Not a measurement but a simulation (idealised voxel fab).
Process module heading - voxel trench capacitor
The cross-section shown here is cut; it is 160 nm wide and divided into square cells measuring 5 nm on a side.
A cross-section is a grid of square cells, given in bands from the top down. A band is one or more rows of cells. Band: top height; bottom height; in nm. Then, left to right: material with width in nm, for each material. "edge to edge": a single material spanning edge to edge. "blank": empty space. Heights are measured from 0, the level below which the as-received wafer is all one material; the lowest band has no bottom and continues downward, written as in "0 down". Top row gets the first number, bottom row gets the second, and each row in between changes by the same step: that is how a band width like "30..40" works. Where a step carries "identical to before", the cross-section came out of it unchanged, cell for cell. The entry titled "Closed internal voids" provides the empty spaces that have no open way to the top, restricted to those of 8 cells or more. Each is presented as width x height at distance, the distance being measured from the left edge, with all three in nm. Text after the settings on a step's line: the simulator's own remark on that step. overlay nm: how far to the right of its planned place the mask lay on this masked step (negative: to the left).

## Planned step list for the process
step 1: RECEIVE (material Si)
step 2: CONFORMAL_DEP (material SiN; thk nm 10)
step 3: PATTERN (tone open; mask id TRENCH; material resist; width nm 25; pitch nm 40; thk nm 20; overlay nm 0)
step 4: DIRECTIONAL_ETCH (etch materials SiN; depth nm 10)
step 5: DIRECTIONAL_ETCH (etch materials Si; depth nm 35)
step 6: STRIP (etch materials resist)
step 7: CONFORMAL_DEP (material Al2O3; thk nm 5)
step 8: FILL_DEP (material polySi; thk nm 10)
step 9: CMP (height nm 10)

## Received-state cross-section, reflecting completion of step 1
> 0 down | Si edge to edge
> Closed internal voids: none

## End-of-module cross-section of the first of two wafers, processed as planned
> 10 to 0 | 45 nm SiN, then 5 nm Al2O3, then 15 nm polySi, then 5 nm Al2O3, then 15 nm SiN, then 5 nm Al2O3, then 15 nm polySi, then 5 nm Al2O3, then 50 nm SiN
> 0 to -30 | 45 nm Si, then 5 nm Al2O3, then 15 nm polySi, then 5 nm Al2O3, then 15 nm Si, then 5 nm Al2O3, then 15 nm polySi, then 5 nm Al2O3, then 50 nm Si
> -30 to -35 | 45 nm Si, then 25 nm Al2O3, then 15 nm Si, then 25 nm Al2O3, then 50 nm Si
> -35 down | Si edge to edge
> Closed internal voids: none

## End-of-module cross-section of the second wafer: identical starting point and process plan to the first, with one processing mistake
> 10 to 0 | 50 nm SiN, then 5 nm Al2O3, then 5 nm polySi, then 5 nm Al2O3, then 25 nm SiN, then 5 nm Al2O3, then 5 nm polySi, then 5 nm Al2O3, then 55 nm SiN
> 0 to -30 | 50 nm Si, then 5 nm Al2O3, then 5 nm polySi, then 5 nm Al2O3, then 25 nm Si, then 5 nm Al2O3, then 5 nm polySi, then 5 nm Al2O3, then 55 nm Si
> -30 to -35 | 50 nm Si, then 15 nm Al2O3, then 25 nm Si, then 15 nm Al2O3, then 55 nm Si
> -35 down | Si edge to edge
> Closed internal voids: none
Processing error: planned and actual differ for step 3; actual: PATTERN (tone open; mask id TRENCH; material resist; width nm 15; pitch nm 40; thk nm 20; overlay nm 0)
At the finish, the second wafer shows more or fewer cells for some materials than the first does: Al2O3 -4; Si +28; SiN +8; polySi -32
